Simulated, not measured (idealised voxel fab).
Process module name: voxel released beams
Square cells of 5 nm make up the cross-section cut, whose width is 205 nm.
Format of a cross-section: grid, square cells. Given as bands. Order: top down. Band: one or more rows of cells.
Quick guide to a band line: top height, bottom height (nm) up front; then every material left to right with its width in nm. Only one material and it's marked "all across"? Then it fills the band edge to edge. And "empty" just means empty space.
For the purposes of this specification, 0 denotes the height below which the wafer in its as-received condition is composed wholly of one material, and the lowermost band, lacking a lower limit, extends downward without end, as expressed in "0 down".
Note: "30 to 40" means the width goes from the first number (top row of the band) to the second number (bottom row) in equal steps per row of cells.
When a step is marked "nothing different", none of the cells in the cross-section changed during that step.
The list in "Entrapped voids" covers empty spaces of 8 cells or more that cannot reach the top through any open way, and it gives each as width x height at distance; the distance is from the left edge, and width, height and distance are in nm.
Heads up: the bit after the settings on a step's line is the simulator's remark on that step.
overlay nm: how far to the right of its planned place the mask lay on this masked step (negative: to the left).

### This section lists the process steps that were planned
1: RECEIVE | material Si
2: CONFORMAL_DEP | material SiN | thk nm 10
3: DIRECTIONAL_DEP | material SiO2 | thk nm 20
4: MASKED_ETCH | tone open | mask id ANCHOR | width nm 30 | etch materials SiO2 | depth nm 20 | overlay nm 0
5: CONFORMAL_DEP | material W | thk nm 10
6: MASKED_ETCH | tone cover | mask id BEAM | width nm 85 | etch materials W | depth nm 10 | overlay nm 0
7: STRIP | etch materials SiO2

### The cross-section here shows the wafer as received, i.e. in its state after step 1
> 0 down | Si all across
> Entrapped voids: none

### As-planned run: cross-section of the first of two wafers at end of module
> 40 to 30 | empty (55); W (15); empty (10); W (60); empty (65)
> 30 to 20 | empty (60); W (10); empty (10); W (10); empty (115)
> 20 to 10 | empty (60); W (30); empty (115)
> 10 to 0 | SiN all across
> 0 down | Si all across
> Entrapped voids: none

### Presented here is a cross-section of the second of the two wafers as it stood at the end of the module. It was started in the same manner and assigned the same plan as the first wafer; however, one mistake was made in its execution
> 40 to 30 | empty (55); W (85); empty (65)
> 30 to 10 | W all across
> 10 to 0 | SiN all across
> 0 down | Si all across
> Entrapped voids: none
What broke from the plan during processing? note that step 3 departed from the planned setting and was carried out as DIRECTIONAL_DEP | material W | thk nm 20
Wafer comparison, final, in cells, second relative to first, materials more or fewer: 148 more of W
